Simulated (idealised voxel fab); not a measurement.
Proc. module: voxel released beams
This is section cut - it's 190 nm across, gridded in 5 nm square cells.
When this document writes out a cross-section, it uses a grid of square cells and lists it as bands, beginning at the top and moving down, with a band standing for one or more rows of cells.
The entry gives the band's vertical extent as a top height and a bottom height in nm, then its horizontal make-up as materials from left to right, each with a width in nm. "blank" stands for empty space; a single material marked "everywhere" fills the band edge to edge.
For the purposes of this specification, 0 denotes the height below which the wafer in its as-received condition is composed wholly of one material, and the lowermost band, lacking a lower limit, extends downward without end, as expressed in "top 0, no bottom".
Per-row width for "30..40": begins at first number (top row of band), ends at second number (bottom row), increment between rows held constant.
When a step is marked "no alterations made", none of the cells in the cross-section changed during that step.
Empty spaces counting at least 8 cells and having no open way to the top are listed in "Non-vented voids". The notation width x height at distance is used for each, the distance being from the left edge and all three values in nm.
What comes after the settings on a step's line is commentary from the simulator itself on that step.
overlay nm: how far to the right of its planned place the mask lay on this masked step (negative: to the left).
These are the steps we planned for the process
1: RECEIVE with material Si
2: CONFORMAL_DEP with material Al2O3, thk nm 5
3: DIRECTIONAL_DEP with material SiO2, thk nm 20
4: MASKED_ETCH with tone open, mask id ANCHOR, width nm 35, etch materials SiO2, depth nm 20, overlay nm 0
5: CONFORMAL_DEP with material W, thk nm 15
6: DIRECTIONAL_DEP with material aC, thk nm 5
7: PATTERN with tone cover, mask id BEAM, material resist, width nm 115, thk nm 25, overlay nm 0
8: DIRECTIONAL_ETCH with etch materials aC, depth nm 10
9: STRIP with etch materials resist
10: DIRECTIONAL_ETCH with etch materials W, depth nm 15
11: STRIP with etch materials aC
12: STRIP with etch materials SiO2
The plan's step 6 thk nm is the first wafer's value; the wafers differ in this setting and start identical.
Sectional view: first of several wafers, as received, after step 1
top 0, no bottom = Si everywhere
Non-vented voids: none
Rows = wafers. At module end, each row lists per material the cells gained (+) or lost (-) since the wafer was received, then the closed voids
thk nm 5, +38 Al2O3, +93 W, Non-vented voids: none
thk nm 10, +38 Al2O3, +93 W, Non-vented voids: none
thk nm 15, +38 Al2O3, +124 SiO2, +138 W, Non-vented voids: none
thk nm 20, +38 Al2O3, +124 SiO2, +138 W, Non-vented voids: none
thk nm 25, +38 Al2O3, +124 SiO2, +138 W, Non-vented voids: none
